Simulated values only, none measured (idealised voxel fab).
process module | voxel lift off
Cross-section cut: width 245 nm, square cells of 5 nm.
A cross-section is written here as square cells arranged in a grid, and it is given in bands from the top down, each band taking up one or more rows of cells.
It is stipulated that each band's entry specify, in nanometres, the height of the top of the band and then that of its bottom, followed by the materials of the band in left-to-right sequence, each together with its width in nanometres. A single material marked by the word "everywhere" is understood to fill the band from edge to edge; the word "air" is understood to denote empty space.
Note: height 0 marks the level under which the wafer is uniformly one material as received. Lowest band unbounded below, written "0 and below".
A two-number width, for instance "30..40", indicates that the width is equal to the first number in the top row of the band and to the second number in the bottom row, and that it changes by a constant amount per row of cells.
When a step is marked "nothing altered", none of the cells in the cross-section changed during that step.
"Fully enclosed voids" specifies each empty space that is not open to the top and that occupies no fewer than 8 cells, using the form width x height at distance, the distance measured from the left edge and all three quantities in nm.
Post-settings text on a step line: simulator's own remark regarding the step.
overlay nm: right-of-plan distance of the mask on a masked step; negative values mean left-of-plan.
Set out below are the planned steps of the process:
step 1: RECEIVE [material Si]
step 2: CONFORMAL_DEP [material SiO2] [thk nm 5]
step 3: PATTERN [tone open] [mask id LINES] [material resist] [width nm 30] [pitch nm 55] [thk nm 20] [overlay nm 0]
step 4: DIRECTIONAL_DEP [material Ru] [thk nm 10]
step 5: STRIP [etch materials resist]
step 6: CONFORMAL_DEP [material SiO2] [thk nm 5]
Cross-section of the wafer upon arrival, representing the state reached after step 1:
> 0 and below  Si everywhere
> Fully enclosed voids: none
Post-module cross-section: identical start and plan to those above, one misstep in execution:
> 25 down to 20  air 75 nm; SiO2 40 nm; air 15 nm; SiO2 40 nm; air 75 nm
> 20 down to 10  air 75 nm; SiO2 5 nm; Ru 30 nm; SiO2 5 nm; air 15 nm; SiO2 5 nm; Ru 30 nm; SiO2 5 nm; air 75 nm
> 10 down to 5  SiO2 80 nm; Ru 30 nm; SiO2 25 nm; Ru 30 nm; SiO2 80 nm
> 5 down to 0  SiO2 everywhere
> 0 and below  Si everywhere
> Fully enclosed voids: none
Error vs. plan: step 4 off recipe, ran as DIRECTIONAL_DEP [material Ru] [thk nm 15]
